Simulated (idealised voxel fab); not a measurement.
process module | voxel transistor to metal
Cross-section cut: width 275 nm, square cells of 5 nm.
Format of a cross-section: grid, square cells. Given as bands. Order: top down. Band: one or more rows of cells.
For a band, the entry starts with two heights in nm, that of the top and then that of the bottom, and carries on with the band's materials in order from left to right, each alongside its width in nm; the word "throughout" beside a single material means it fills the band edge to edge, and "air" means empty space.
Note: height 0 marks the level under which the wafer is uniformly one material as received. Lowest band unbounded below, written "0 nm and below".
When a width is written as two numbers, as in "30..40", the first number is the width in the top row of cells of the band and the second is the width in its bottom row, and the width changes by the same amount from each row to the next.
Reading "nothing different" for a step: not a cell of the cross-section changed in it.
"Entrapped void list" specifies each empty space that is not open to the top and that occupies no fewer than 8 cells, using the form width x height at distance, the distance measured from the left edge and all three quantities in nm.
That trailing text on a step's line, after the settings, is the simulator's own remark on the step.
"overlay nm" denotes, for a step that has a mask, the displacement of the mask to the right of its planned place, with negative values corresponding to the left.
Set out below are the planned steps of the process
1,RECEIVE: material Si
2,CONFORMAL_DEP: material SiO2, thk nm 5
3,CONFORMAL_DEP: material SiN, thk nm 15
4,DIRECTIONAL_DEP: material aC, thk nm 10
5,PATTERN: tone cover, mask id ACTIVE, material resist, width nm 95, pitch nm 120, thk nm 25, overlay nm 0
6,DIRECTIONAL_ETCH: etch materials aC, depth nm 10
7,STRIP: etch materials resist
8,DIRECTIONAL_ETCH: etch materials SiN, depth nm 15
9,DIRECTIONAL_ETCH: etch materials SiO2, depth nm 5
10,DIRECTIONAL_ETCH: etch materials Si, depth nm 25
11,STRIP: etch materials aC
12,OXIDIZE: depth nm 5
13,FILL_DEP: material SiO2, thk nm 15
14,CMP: height nm 20
15,SELECTIVE_ETCH: etch materials SiO2, depth nm 10
16,STRIP: etch materials SiN
17,SELECTIVE_ETCH: etch materials SiO2, depth nm 5
18,OXIDIZE: depth nm 5
19,DIRECTIONAL_DEP: material polySi, thk nm 30
20,DIRECTIONAL_DEP: material SiCN, thk nm 15
21,DIRECTIONAL_DEP: material aC, thk nm 15
22,PATTERN: tone cover, mask id GATE, material resist, width nm 25, pitch nm 120, thk nm 30, overlay nm 0
23,DIRECTIONAL_ETCH: etch materials aC, depth nm 15
24,STRIP: etch materials resist
25,DIRECTIONAL_ETCH: etch materials SiCN, depth nm 25
26,DIRECTIONAL_ETCH: etch materials polySi, depth nm 40
27,STRIP: etch materials aC
28,CONFORMAL_DEP: material SiO2, thk nm 5
29,DIRECTIONAL_ETCH: etch materials SiO2, depth nm 5
30,CONFORMAL_DEP: material SiN, thk nm 5
31,DIRECTIONAL_ETCH: etch materials SiN, depth nm 5
32,DIRECTIONAL_ETCH: etch materials SiO2, depth nm 5
33,EPI: material pSi, thk nm 5
34,FILL_DEP: material SiO2, thk nm 5
35,CMP: height nm 30
36,STRIP: etch materials polySi
37,SELECTIVE_ETCH: etch materials SiO2, depth nm 5
38,CONFORMAL_DEP: material HfO2, thk nm 5
39,CONFORMAL_DEP: material TiN, thk nm 5
40,FILL_DEP: material W, thk nm 10
41,CMP: height nm 25
42,DIRECTIONAL_DEP: material SiO2, thk nm 15
43,DIRECTIONAL_DEP: material aC, thk nm 15
44,PATTERN: tone open, mask id CONTACT, material resist, width nm 15, thk nm 30, overlay nm 0
45,DIRECTIONAL_ETCH: etch materials aC, depth nm 15
46,STRIP: etch materials resist
47,DIRECTIONAL_ETCH: etch materials SiO2, depth nm 40
48,STRIP: etch materials aC
49,CONFORMAL_DEP: material TiN, thk nm 5
50,FILL_DEP: material W, thk nm 5
51,CMP: height nm 40
52,CONFORMAL_DEP: material SiN, thk nm 5
53,DIRECTIONAL_DEP: material SiO2, thk nm 20
54,PATTERN: tone open, mask id METAL_1, material resist, width nm 15, thk nm 15, overlay nm 0
55,DIRECTIONAL_ETCH: etch materials SiO2, depth nm 20
56,DIRECTIONAL_ETCH: etch materials SiN, depth nm 5
57,STRIP: etch materials resist
58,CONFORMAL_DEP: material TiN, thk nm 5
59,FILL_DEP: material Cu, thk nm 5
60,CMP: height nm 65
61,CONFORMAL_DEP: material SiCN, thk nm 5
62,DIRECTIONAL_DEP: material lowk, thk nm 30
63,MASKED_ETCH: tone open, mask id METAL_2, width nm 15, pitch nm 120, etch materials lowk, depth nm 20, overlay nm 0
64,PATTERN: tone open, mask id METAL_2_HOLES, material resist, width nm 15, pitch nm 120, thk nm 20, overlay nm 0
65,DIRECTIONAL_ETCH: etch materials lowk, depth nm 10
66,DIRECTIONAL_ETCH: etch materials SiCN, depth nm 5
67,STRIP: etch materials resist
68,CONFORMAL_DEP: material TiN, thk nm 5
69,FILL_DEP: material Cu, thk nm 10
70,CMP: height nm 100
71,CONFORMAL_DEP: material SiN, thk nm 5
Where the wafers of this document differ is in the width nm of step 44; they start out the same, and the plan states the value that applied to the first wafer.
First of several wafers (as received, post step 1), cross-sectional view
    0 nm and below  Si throughout
    Entrapped void list: none
Take any row and you have a wafer at the end of the module: how many cells of each material it has gained (+) or lost (-) since it was received, and then its closed voids
width nm 15 | +28 Cu | +34 HfO2 | -160 Si | +49 SiCN | +122 SiN | +552 SiO2 | +168 TiN | +52 W | +294 lowk | +16 pSi | Entrapped void list: none
width nm 20 | +28 Cu | +34 HfO2 | -160 Si | +49 SiCN | +122 SiN | +522 SiO2 | +172 TiN | +78 W | +294 lowk | +16 pSi | Entrapped void list: none
width nm 25 | +28 Cu | +34 HfO2 | -160 Si | +49 SiCN | +122 SiN | +492 SiO2 | +176 TiN | +104 W | +294 lowk | +16 pSi | Entrapped void list: none
width nm 30 | +28 Cu | +34 HfO2 | -160 Si | +49 SiCN | +122 SiN | +470 SiO2 | +182 TiN | +120 W | +294 lowk | +16 pSi | Entrapped void list: none
